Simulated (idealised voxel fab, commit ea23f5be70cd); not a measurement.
The process module that follows is named voxel ribs on slabs.
The figure presents cross-section cut, which has a width of 140 nm and is divided into square cells with an edge length of 5 nm.
This document writes a cross-section as a grid whose cells are square, and gives it as bands, listed from the top down; one or more rows of cells form a band. It is stipulated that each band's entry specify, in nanometres, the height of the top of the band and then that of its bottom, followed by the materials of the band in left-to-right sequence, each together with its width in nanometres. A single material marked by the word "everywhere" is understood to fill the band from edge to edge; the word "blank" is understood to denote empty space. Heights are expressed relative to 0, this being the level below which the as-received wafer comprises one material exclusively. The lowest band is unbounded in the downward direction and is denoted as in "top 0, no bottom". It should be noted that a width expressed as "30..40" varies in equal increments from row to row of cells within the band, taking the value of the first number at the top row and that of the second number at the bottom row. "identical to before" after a step means that no cell of the cross-section changed. "Sealed void inventory" lists enclosed empty spaces (at least 8 cells, no open path upward to the top), each as width x height at distance from the left edge, in nm. Read whatever lies past the settings on a step's line as the simulator's own remark about the step. overlay nm: how far to the right of its planned place the mask lay on this masked step (negative: to the left).

# Planned step list for the process
1,RECEIVE | material Si
2,DIRECTIONAL_DEP | material SiO2 | thk nm 30
3,DIRECTIONAL_DEP | material SiN | thk nm 20
4,MASKED_ETCH | tone cover | mask id RIB | width nm 20 | etch materials SiN | depth nm 5 | overlay nm 0
5,PATTERN | tone cover | mask id SLAB | material resist | width nm 50 | thk nm 15 | overlay nm 0
6,DIRECTIONAL_ETCH | etch materials SiN | depth nm 15
7,STRIP | etch materials resist
8,FILL_DEP | material SiO2 | thk nm 25
9,CMP | height nm 65
10,DIRECTIONAL_DEP | material W | thk nm 10
11,DIRECTIONAL_DEP | material aC | thk nm 15
12,PATTERN | tone cover | mask id HEATER | material resist | width nm 30 | thk nm 35 | overlay nm 0
13,DIRECTIONAL_ETCH | etch materials aC | depth nm 15
14,STRIP | etch materials resist
15,DIRECTIONAL_ETCH | etch materials W | depth nm 10
16,STRIP | etch materials aC
17,CONFORMAL_DEP | material SiN | thk nm 5

# As-received wafer cross-section (after step 1)
  top 0, no bottom  Si everywhere
  Sealed void inventory: none

# Starting wafer: above. Plan: above. Run: one mistake. Cross-section after the module: below
  top 95, bottom 75  SiN everywhere
  top 75, bottom 65  W everywhere
  top 65, bottom 50  SiO2 everywhere
  top 50, bottom 45  SiO2: 60; SiN: 20; SiO2: 60
  top 45, bottom 30  SiO2: 45; SiN: 50; SiO2: 45
  top 30, bottom 0  SiO2 everywhere
  top 0, no bottom  Si everywhere
  Sealed void inventory: none
Deviation from plan: step 11 deviated from plan and actually ran as DIRECTIONAL_DEP | material SiN | thk nm 15
